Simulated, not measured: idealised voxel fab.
process module | voxel ribs on slabs
cross-section cut | 270 nm wide | cells 5 nm
A cross-section is a grid of square cells, given in bands from the top down. A band is one or more rows of cells.
Each band's line starts with the height of the band's top and of its bottom, in nm. Then come its materials from left to right, each with its width in nm. One material with "throughout" fills the band from edge to edge. "air" is empty space.
Height 0 is the level under which the wafer as received is all one material. The lowest band goes on downwards, as in "0 down".
A width such as "30 to 40" changes by the same amount from each row of cells to the next, from the band's top row to its bottom row.
"no change" after a step means that no cell of the cross-section changed.
closed voids: empty space of 8 cells or more with no open way to the top, each as width x height at its distance from the left edge, in nm
after a step's settings: what the simulator itself notes on the step
overlay nm, on a step with a mask: how far to the right of its planned place the mask lay; to the left if negative
plan
1 op RECEIVE | material Si
2 op DIRECTIONAL_DEP | material SiO2 | thk nm 30
3 op DIRECTIONAL_DEP | material polySi | thk nm 20
4 op PATTERN | tone cover | mask id RIB | material resist | width nm 30 | thk nm 20 | overlay nm 0
5 op DIRECTIONAL_ETCH | etch materials polySi | depth nm 10
6 op STRIP | etch materials resist
7 op MASKED_ETCH | tone cover | mask id SLAB | width nm 60 | etch materials polySi | depth nm 10 | overlay nm 0
8 op FILL_DEP | material SiO2 | thk nm 20
9 op CMP | height nm 60
10 op DIRECTIONAL_DEP | material W | thk nm 5
11 op MASKED_ETCH | tone cover | mask id HEATER | width nm 40 | etch materials W | depth nm 5 | overlay nm 0
12 op CONFORMAL_DEP | material SiO2 | thk nm 5
first wafer, as planned
as received, after step 1
  0 down: Si throughout
  closed voids: none
after step 2
  30 to 0: SiO2 throughout
  below 0: unchanged
after step 3
  50 to 30: polySi throughout
  below 30: unchanged
after step 4
  70 to 50: air 120 | resist 30 | air 120
  below 50: unchanged
after step 5
  70 to 50: air 120 | resist 30 | air 120
  50 to 40: air 120 | polySi 30 | air 120
  below 40: unchanged
after step 6
  50 to 40: air 120 | polySi 30 | air 120
  below 40: unchanged
after step 7
  50 to 40: air 120 | polySi 30 | air 120
  40 to 30: air 105 | polySi 60 | air 105
  below 30: unchanged
after step 8
  70 to 50: SiO2 throughout
  50 to 40: SiO2 120 | polySi 30 | SiO2 120
  40 to 30: SiO2 105 | polySi 60 | SiO2 105
  below 30: unchanged
after step 9
  60 to 50: SiO2 throughout
  below 50: unchanged
after step 10
  65 to 60: W throughout
  below 60: unchanged
after step 11
  65 to 60: air 115 | W 40 | air 115
  below 60: unchanged
after step 12
  70 to 65: air 110 | SiO2 50 | air 110
  65 to 60: SiO2 115 | W 40 | SiO2 115
  below 60: unchanged
second wafer: like start, like plan, one mistake. Through step 3 it matches the first wafer
when step 4 should have ended
  70 to 50: air 115 | resist 40 | air 115
  below 50: unchanged
when step 5 should have ended
  70 to 50: air 115 | resist 40 | air 115
  50 to 40: air 115 | polySi 40 | air 115
  below 40: unchanged
when step 6 should have ended
  50 to 40: air 115 | polySi 40 | air 115
  below 40: unchanged
when step 7 should have ended
  50 to 40: air 115 | polySi 40 | air 115
  40 to 30: air 105 | polySi 60 | air 105
  below 30: unchanged
when step 8 should have ended
  70 to 50: SiO2 throughout
  50 to 40: SiO2 115 | polySi 40 | SiO2 115
  40 to 30: SiO2 105 | polySi 60 | SiO2 105
  below 30: unchanged
when step 9 should have ended
  60 to 50: SiO2 throughout
  below 50: unchanged
when step 10 should have ended
  65 to 60: W throughout
  below 60: unchanged
when step 11 should have ended
  65 to 60: air 115 | W 40 | air 115
  below 60: unchanged
when step 12 should have ended
  70 to 65: air 110 | SiO2 50 | air 110
  65 to 60: SiO2 115 | W 40 | SiO2 115
  below 60: unchanged
what went wrong: step 4 ran as: op PATTERN | tone cover | mask id RIB | material resist | width nm 40 | thk nm 20 | overlay nm 0
at the end the second wafer has, in cells: 4 fewer of SiO2 | 4 more of polySi
